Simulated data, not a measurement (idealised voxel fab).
The process module that follows is named voxel transistor to metal.
cross-section cut | 215 nm wide | cells 5 nm
In what follows, cross-sections appear as grids of square cells, described through bands that run from the top down, where every band is one or more rows of cells.
Band: top height; bottom height; in nm. Then, left to right: material with width in nm, for each material. "throughout": a single material spanning edge to edge. "blank": empty space.
Beneath 0, the wafer as received is one material, and that level is where height counting begins. The lowest band goes on downward without a bottom; it is written like "0..down".
A two-number width, for instance "30 to 40", indicates that the width is equal to the first number in the top row of the band and to the second number in the bottom row, and that it changes by a constant amount per row of cells.
"remained unchanged" for a step: no cell of the cross-section changed in that step.
Any empty space of 8 cells or more lacking an open way to the top shows up in "Closed void inventory" as width x height at distance, distance from the left edge, in nm.
If you see something after the settings on a step's line, that's the simulator's own remark about that step.
For masked steps, "overlay nm" on the step line gives how far right of plan the mask actually lay; a minus sign means it lay to the left.
[List of planned process steps]
| 1 | RECEIVE,material Si |
| 2 | OXIDIZE,depth nm 5 |
| 3 | CONFORMAL_DEP,material SiN,thk nm 10 |
| 4 | DIRECTIONAL_DEP,material aC,thk nm 10 |
| 5 | PATTERN,tone cover,mask id ACTIVE,material resist,width nm 120,thk nm 25,overlay nm 0 |
| 6 | DIRECTIONAL_ETCH,etch materials aC,depth nm 10 |
| 7 | STRIP,etch materials resist |
| 8 | DIRECTIONAL_ETCH,etch materials SiN,depth nm 10 |
| 9 | DIRECTIONAL_ETCH,etch materials SiO2,depth nm 5 |
| 10 | DIRECTIONAL_ETCH,etch materials Si,depth nm 25 |
| 11 | STRIP,etch materials aC |
| 12 | FILL_DEP,material SiO2,thk nm 15 |
| 13 | CMP,height nm 10 |
| 14 | SELECTIVE_ETCH,etch materials SiO2,depth nm 5 |
| 15 | STRIP,etch materials SiN |
| 16 | SELECTIVE_ETCH,etch materials SiO2,depth nm 5 |
| 17 | OXIDIZE,depth nm 5 |
| 18 | DIRECTIONAL_DEP,material polySi,thk nm 20 |
| 19 | DIRECTIONAL_DEP,material SiCN,thk nm 10 |
| 20 | MASKED_ETCH,tone cover,mask id GATE,width nm 30,etch materials SiCN,depth nm 20,overlay nm 0 |
| 21 | MASKED_ETCH,tone cover,mask id GATE,width nm 30,etch materials polySi,depth nm 30,overlay nm 0 |
| 22 | CONFORMAL_DEP,material SiO2,thk nm 5 |
| 23 | DIRECTIONAL_ETCH,etch materials SiO2,depth nm 5 |
| 24 | CONFORMAL_DEP,material SiN,thk nm 5 |
| 25 | DIRECTIONAL_ETCH,etch materials SiN,depth nm 5 |
| 26 | DIRECTIONAL_ETCH,etch materials SiO2,depth nm 5 |
| 27 | EPI,material pSi,thk nm 5 |
| 28 | FILL_DEP,material SiO2,thk nm 10 |
| 29 | CMP,height nm 15 |
| 30 | STRIP,etch materials polySi |
| 31 | SELECTIVE_ETCH,etch materials SiO2,depth nm 5 |
| 32 | CONFORMAL_DEP,material HfO2,thk nm 5 |
| 33 | CONFORMAL_DEP,material TiN,thk nm 5 |
| 34 | FILL_DEP,material W,thk nm 10 |
| 35 | CMP,height nm 10 |
| 36 | DIRECTIONAL_DEP,material SiO2,thk nm 15 |
| 37 | MASKED_ETCH,tone open,mask id CONTACT,width nm 20,pitch nm 90,etch materials SiO2,depth nm 30,overlay nm 0 |
| 38 | CONFORMAL_DEP,material TiN,thk nm 5 |
| 39 | FILL_DEP,material W,thk nm 10 |
| 40 | CMP,height nm 25 |
| 41 | CONFORMAL_DEP,material SiN,thk nm 5 |
| 42 | DIRECTIONAL_DEP,material SiO2,thk nm 20 |
| 43 | MASKED_ETCH,tone open,mask id METAL_1,width nm 20,pitch nm 90,etch materials SiO2,depth nm 20,overlay nm 0 |
| 44 | MASKED_ETCH,tone open,mask id METAL_1,width nm 20,pitch nm 90,etch materials SiN,depth nm 5,overlay nm 0 |
| 45 | CONFORMAL_DEP,material TiN,thk nm 5 |
| 46 | FILL_DEP,material Ru,thk nm 5 |
| 47 | CMP,height nm 50 |
| 48 | CONFORMAL_DEP,material SiCN,thk nm 5 |
[Incoming wafer, cross-sectional view, post step 1]
  0..down  Si throughout
  Closed void inventory: none
[Here's the cross-section of the first of our two wafers at the end of the module - it ran as planned]
  55..50  SiCN throughout
  50..30  50 nm SiO2 / 5 nm TiN / 10 nm Ru / 5 nm TiN / 70 nm SiO2 / 5 nm TiN / 10 nm Ru / 5 nm TiN / 55 nm SiO2
  30..25  50 nm SiN / 20 nm TiN / 70 nm SiN / 20 nm TiN / 55 nm SiN
  25..10  50 nm SiO2 / 5 nm TiN / 10 nm W / 5 nm TiN / 70 nm SiO2 / 5 nm TiN / 10 nm W / 5 nm TiN / 55 nm SiO2
  10..0  50 nm SiO2 / 5 nm TiN / 10 nm W / 5 nm TiN / 10 nm SiO2 / 5 nm SiN / 5 nm HfO2 / 5 nm TiN / 20 nm W / 5 nm TiN / 5 nm HfO2 / 5 nm SiN / 10 nm SiO2 / 5 nm TiN / 10 nm W / 5 nm TiN / 55 nm SiO2
  0..-5  45 nm SiO2 / 5 nm SiN / 20 nm TiN / 10 nm SiO2 / 5 nm SiN / 5 nm HfO2 / 30 nm TiN / 5 nm HfO2 / 5 nm SiN / 10 nm SiO2 / 20 nm TiN / 5 nm SiN / 50 nm SiO2
  -5..-10  50 nm SiO2 / 30 nm pSi / 5 nm SiO2 / 40 nm HfO2 / 5 nm SiO2 / 30 nm pSi / 55 nm SiO2
  -10..-30  45 nm SiO2 / 120 nm Si / 50 nm SiO2
  -30..down  Si throughout
  Closed void inventory: none
[Second of two wafers, module complete, sectioned: it shares the first wafer's start and plan but was run with one mistake]
  55..50  SiCN throughout
  50..30  50 nm SiO2 / 5 nm TiN / 10 nm Ru / 5 nm TiN / 70 nm SiO2 / 5 nm TiN / 10 nm Ru / 5 nm TiN / 55 nm SiO2
  30..25  50 nm SiN / 20 nm TiN / 70 nm SiN / 20 nm TiN / 55 nm SiN
  25..10  50 nm SiO2 / 5 nm TiN / 10 nm W / 5 nm TiN / 70 nm SiO2 / 5 nm TiN / 10 nm W / 5 nm TiN / 55 nm SiO2
  10..0  50 nm SiO2 / 5 nm TiN / 10 nm W / 5 nm TiN / 10 nm SiO2 / 5 nm SiN / 5 nm HfO2 / 5 nm TiN / 20 nm W / 5 nm TiN / 5 nm HfO2 / 5 nm SiN / 10 nm SiO2 / 5 nm TiN / 10 nm W / 5 nm TiN / 55 nm SiO2
  0..-5  40 nm SiO2 / 5 nm SiN / 5 nm SiO2 / 20 nm TiN / 10 nm SiO2 / 5 nm SiN / 5 nm HfO2 / 30 nm TiN / 5 nm HfO2 / 5 nm SiN / 10 nm SiO2 / 20 nm TiN / 5 nm SiO2 / 5 nm SiN / 45 nm SiO2
  -5..-10  45 nm SiO2 / 35 nm pSi / 5 nm SiO2 / 40 nm HfO2 / 5 nm SiO2 / 35 nm pSi / 50 nm SiO2
  -10..-30  40 nm SiO2 / 130 nm Si / 45 nm SiO2
  -30..down  Si throughout
  Closed void inventory: none
Run error: step 5, actual vs plan mismatch, actual run PATTERN,tone cover,mask id ACTIVE,material resist,width nm 130,thk nm 25,overlay nm 0
The second wafer ends with more or fewer cells of some materials than the first, per final count: 8 more of Si, 10 fewer of SiO2, 2 more of pSi
